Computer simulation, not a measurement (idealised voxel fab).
Herein follows the process module entitled voxel ribs on slabs.
Shown is cross-section cut, with a width of 265 nm and square cells of size 5 nm.
Square cells in a grid make up a cross-section in this document, and the grid is given as bands, listed from the top down, each one or more rows of cells. Heads up on the band format: heights come first, top then bottom, in nm. After that it's the materials left to right, each with its width in nm. A single material flagged "full width" fills the whole band edge to edge, and "air" means there's empty space there. Convention: height 0 is the level below which the wafer, as received, is all one material. The lowest band does not terminate at the bottom but continues downward, represented as "0 down". Per-row width for "30..40": begins at first number (top row of band), ends at second number (bottom row), increment between rows held constant. It should be understood that the words "nothing altered", when stated for a given step, signify that the cross-section underwent no change in any of its cells during that step. Entry "Closed void register". Content: empty spaces with no open connection to the top, size 8 cells or greater. Each: width x height at distance. Distance: from left edge. Unit: nm. after a step's settings: what the simulator itself notes on the step. overlay nm: mask offset rightward from planned place, masked step; negative means leftward offset.

**The following list gives the planned process steps**
| 1 | RECEIVE: material Si |
| 2 | DIRECTIONAL_DEP: material SiO2, thk nm 25 |
| 3 | DIRECTIONAL_DEP: material polySi, thk nm 15 |
| 4 | PATTERN: tone cover, mask id RIB, material resist, width nm 30, thk nm 20, overlay nm 0 |
| 5 | DIRECTIONAL_ETCH: etch materials polySi, depth nm 5 |
| 6 | STRIP: etch materials resist |
| 7 | PATTERN: tone cover, mask id SLAB, material resist, width nm 70, thk nm 15, overlay nm 0 |
| 8 | DIRECTIONAL_ETCH: etch materials polySi, depth nm 10 |
| 9 | STRIP: etch materials resist |
| 10 | FILL_DEP: material SiO2, thk nm 15 |
| 11 | CMP: height nm 50 |
| 12 | DIRECTIONAL_DEP: material TiN, thk nm 5 |
| 13 | DIRECTIONAL_DEP: material aC, thk nm 15 |
| 14 | PATTERN: tone cover, mask id HEATER, material resist, width nm 40, thk nm 35, overlay nm 0 |
| 15 | DIRECTIONAL_ETCH: etch materials aC, depth nm 15 |
| 16 | STRIP: etch materials resist |
| 17 | DIRECTIONAL_ETCH: etch materials TiN, depth nm 5 |
| 18 | STRIP: etch materials aC |
| 19 | CONFORMAL_DEP: material SiO2, thk nm 10 |

**Cross-section, incoming material, after step 1**
0 down: Si full width
Closed void register: none

**Run as planned - first of the two wafers cross-sectioned at the end of the module**
65 to 60: 100 nm air | 60 nm SiO2 | 105 nm air
60 to 55: SiO2 full width
55 to 50: 110 nm SiO2 | 40 nm TiN | 115 nm SiO2
50 to 40: SiO2 full width
40 to 35: 115 nm SiO2 | 30 nm polySi | 120 nm SiO2
35 to 25: 95 nm SiO2 | 70 nm polySi | 100 nm SiO2
25 to 0: SiO2 full width
0 down: Si full width
Closed void register: none

**So this is wafer number two of the two, cut at the end of the module - it started where the first did and had the same plan, we just got one thing wrong running it**
65 to 60: 100 nm air | 60 nm SiO2 | 105 nm air
60 to 55: SiO2 full width
55 to 50: 110 nm SiO2 | 40 nm TiN | 115 nm SiO2
50 to 40: 95 nm SiO2 | 70 nm polySi | 100 nm SiO2
40 to 25: polySi full width
25 to 0: SiO2 full width
0 down: Si full width
Closed void register: none
The plan and the run diverged here: step 3 from the plan got run twice
The closing comparison, in cells, has the second wafer with more or fewer of some materials than the first: SiO2: 153 fewer, polySi: 153 more
